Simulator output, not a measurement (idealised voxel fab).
Process module in this document: voxel wiring stack
Cross-section cut: width 300 nm, square cells of 5 nm.
Bands, listed from the top down, are how a cross-section gets written in this document; the cross-section itself is a grid of square cells, and a band is one or more rows of them.
It is stipulated that each band's entry specify, in nanometres, the height of the top of the band and then that of its bottom, followed by the materials of the band in left-to-right sequence, each together with its width in nanometres. A single material marked by the word "all across" is understood to fill the band from edge to edge; the word "blank" is understood to denote empty space.
Height is counted from the level 0, under which the received wafer is composed throughout of one material. The lowest of the bands is not closed at the bottom but continues downward, in the notation "0 down".
Width: "30->40" (first number = top row, second number = bottom row, same change from row to row of cells).
Given "all unchanged" for a step, no cell of the cross-section differs between before and after that step.
Look at "Unvented cavities" for the closed voids: empty spaces with no open path to the top, sized 8 cells or up. Each is width x height at distance, distance from the left edge, all nm.
Whatever follows a step's settings on its line is a remark the simulator itself makes about that step.
overlay nm: mask right of planned place by this much (step with mask). Neg. = left.
### plan
1,RECEIVE | material Si
2,CONFORMAL_DEP | material SiO2 | thk nm 10
3,DIRECTIONAL_DEP | material TiN | thk nm 5
4,DIRECTIONAL_DEP | material W | thk nm 25
5,MASKED_ETCH | tone cover | mask id METAL_1 | width nm 25 | pitch nm 45 | etch materials W | depth nm 25 | overlay nm 0
6,MASKED_ETCH | tone cover | mask id METAL_1 | width nm 25 | pitch nm 45 | etch materials TiN | depth nm 5 | overlay nm 0
7,FILL_DEP | material lowk | thk nm 10
8,CMP | height nm 40
9,CONFORMAL_DEP | material SiCN | thk nm 5
10,DIRECTIONAL_DEP | material lowk | thk nm 20
11,MASKED_ETCH | tone open | mask id PLUG_1 | width nm 15 | pitch nm 45 | etch materials lowk | depth nm 20 | overlay nm 0
12,MASKED_ETCH | tone open | mask id PLUG_1 | width nm 15 | pitch nm 45 | etch materials SiCN | depth nm 5 | overlay nm 0
13,CONFORMAL_DEP | material TiN | thk nm 5
14,FILL_DEP | material W | thk nm 5
15,CMP | height nm 65
16,CONFORMAL_DEP | material SiN | thk nm 5
17,DIRECTIONAL_DEP | material SiO2 | thk nm 20
18,DIRECTIONAL_DEP | material aC | thk nm 10
19,PATTERN | tone open | mask id METAL_2 | material resist | width nm 25 | pitch nm 45 | thk nm 25 | overlay nm 0
20,DIRECTIONAL_ETCH | etch materials aC | depth nm 10
21,STRIP | etch materials resist
22,DIRECTIONAL_ETCH | etch materials SiO2 | depth nm 20
23,DIRECTIONAL_ETCH | etch materials SiN | depth nm 5
24,STRIP | etch materials aC
25,CONFORMAL_DEP | material TiN | thk nm 5
26,FILL_DEP | material Cu | thk nm 5
27,CMP | height nm 90
28,CONFORMAL_DEP | material SiN | thk nm 5
### Cross-section of the wafer upon arrival, representing the state reached after step 1
    0 down: Si all across
    Unvented cavities: none
### The first of the two wafers as seen in cross-section once the module was finished; processing followed the plan
    95 to 90: SiN all across
    90 to 70: SiO2 (115) | TiN (5) | Cu (15) | TiN (5) | SiO2 (20) | TiN (5) | Cu (15) | TiN (5) | SiO2 (115)
    70 to 65: SiN (115) | TiN (25) | SiN (20) | TiN (25) | SiN (115)
    65 to 45: lowk (115) | TiN (5) | W (5) | TiN (5) | lowk (30) | TiN (5) | W (5) | TiN (5) | lowk (125)
    45 to 40: SiCN (115) | TiN (15) | SiCN (30) | TiN (15) | SiCN (125)
    40 to 15: lowk (115) | W (25) | lowk (20) | W (25) | lowk (115)
    15 to 10: lowk (115) | TiN (25) | lowk (20) | TiN (25) | lowk (115)
    10 to 0: SiO2 all across
    0 down: Si all across
    Unvented cavities: none
### So this is wafer number two of the two, cut at the end of the module - it started where the first did and had the same plan, we just got one thing wrong running it
    95 to 90: SiN all across
    90 to 70: SiO2 (115) | TiN (5) | Cu (15) | TiN (5) | SiO2 (20) | TiN (5) | Cu (15) | TiN (5) | SiO2 (115)
    70 to 65: SiN (115) | TiN (25) | SiN (20) | TiN (25) | SiN (115)
    65 to 45: lowk (115) | TiN (5) | W (5) | TiN (5) | lowk (30) | TiN (5) | W (5) | TiN (5) | lowk (125)
    45 to 40: SiCN (115) | TiN (15) | SiCN (30) | TiN (15) | SiCN (125)
    40 to 35: lowk all across
    35 to 10: lowk (115) | W (25) | lowk (20) | W (25) | lowk (115)
    10 to 0: SiO2 all across
    0 down: Si all across
    Unvented cavities: none
Where did the run depart from the plan? step 3 of the plan: omitted, not performed
It is noted that, at the conclusion of processing, the second wafer exhibits a higher or lower cell count for certain materials relative to the first: -10 TiN, +10 lowk
